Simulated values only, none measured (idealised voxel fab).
Process module in this document: voxel gate over fins
Cross-sectional view cut (width: 155 nm; square cell size: 5 nm).
Cross-section layout: square cells on a grid; listed as bands, top to bottom; a band spans one or more cell rows. For a band, the entry starts with two heights in nm, that of the top and then that of the bottom, and carries on with the band's materials in order from left to right, each alongside its width in nm; the word "edge to edge" beside a single material means it fills the band edge to edge, and "blank" means empty space. It should be noted that heights are counted from 0, beneath which the wafer as supplied is of one material throughout, and that the lowest band possesses no lower boundary but continues downward, as written in "0 nm and below". The two numbers in a width such as "30->40" mark its ends across the band: the first belongs to the top row of cells, the second to the bottom row, and from each row to the next the width moves by the same amount. You'll sometimes find "no change" written for a step, and that's the way of saying that nowhere in the cross-section did a cell change during that step. Enclosed voids (no open way to top), threshold 8 cells or more, entry "Trapped voids", notation width x height at distance, distance from left edge, nm. Post-settings text on a step line: simulator's own remark regarding the step. overlay nm: how far to the right of its planned place the mask lay on this masked step (negative: to the left).

**This section lists the process steps that were planned**
1. RECEIVE, material Si
2. CONFORMAL_DEP, material SiN, thk nm 10
3. DIRECTIONAL_DEP, material aC, thk nm 10
4. PATTERN, tone cover, mask id FINS, material resist, width nm 15, pitch nm 35, thk nm 30, overlay nm 0
5. DIRECTIONAL_ETCH, etch materials aC, depth nm 10
6. STRIP, etch materials resist
7. DIRECTIONAL_ETCH, etch materials SiN, depth nm 10
8. DIRECTIONAL_ETCH, etch materials Si, depth nm 40
9. STRIP, etch materials aC
10. FILL_DEP, material SiO2, thk nm 10
11. CMP, height nm 10
12. SELECTIVE_ETCH, etch materials SiO2, depth nm 25
13. STRIP, etch materials SiN
14. CONFORMAL_DEP, material HfO2, thk nm 5
15. CONFORMAL_DEP, material TiN, thk nm 5
16. FILL_DEP, material W, thk nm 10
17. CMP, height nm 15
18. CONFORMAL_DEP, material SiN, thk nm 10

**As received (post step 1): cross-section**
	0 nm and below: Si edge to edge
	Trapped voids: none

**Looking at the first of two wafers in cross-section at end of module - ran to plan**
	25 nm to 15 nm: SiN edge to edge
	15 nm to 10 nm: W edge to edge
	10 nm to 5 nm: W 40 nm | TiN 70 nm | W 45 nm
	5 nm to 0 nm: W 40 nm | TiN 5 nm | HfO2 25 nm | TiN 10 nm | HfO2 25 nm | TiN 5 nm | W 45 nm
	0 nm to -5 nm: W 40 nm | TiN 5 nm | HfO2 5 nm | Si 15 nm | HfO2 5 nm | TiN 10 nm | HfO2 5 nm | Si 15 nm | HfO2 5 nm | TiN 5 nm | W 45 nm
	-5 nm to -10 nm: TiN 45 nm | HfO2 5 nm | Si 15 nm | HfO2 5 nm | TiN 10 nm | HfO2 5 nm | Si 15 nm | HfO2 5 nm | TiN 50 nm
	-10 nm to -15 nm: HfO2 50 nm | Si 15 nm | HfO2 20 nm | Si 15 nm | HfO2 55 nm
	-15 nm to -40 nm: SiO2 50 nm | Si 15 nm | SiO2 20 nm | Si 15 nm | SiO2 55 nm
	-40 nm and below: Si edge to edge
	Trapped voids: none

**second wafer at the end: like start, like plan, one mistake**
	25 nm to 15 nm: SiN edge to edge
	15 nm to 5 nm: W 30 nm | TiN 90 nm | W 35 nm
	5 nm to 0 nm: TiN 45 nm | HfO2 25 nm | TiN 10 nm | HfO2 25 nm | TiN 50 nm
	0 nm to -10 nm: TiN 45 nm | HfO2 5 nm | Si 15 nm | HfO2 5 nm | TiN 10 nm | HfO2 5 nm | Si 15 nm | HfO2 5 nm | TiN 50 nm
	-10 nm to -15 nm: HfO2 50 nm | Si 15 nm | HfO2 20 nm | Si 15 nm | HfO2 55 nm
	-15 nm to -40 nm: SiO2 50 nm | Si 15 nm | SiO2 20 nm | Si 15 nm | SiO2 55 nm
	-40 nm and below: Si edge to edge
	Trapped voids: none
Which mistake was made when the wafer was run? step 15 changed vs plan, executed as CONFORMAL_DEP, material TiN, thk nm 15
Wrapping up, a cell-based count of both wafers puts the second over or under the first for these materials: 56 more of TiN, 56 fewer of W
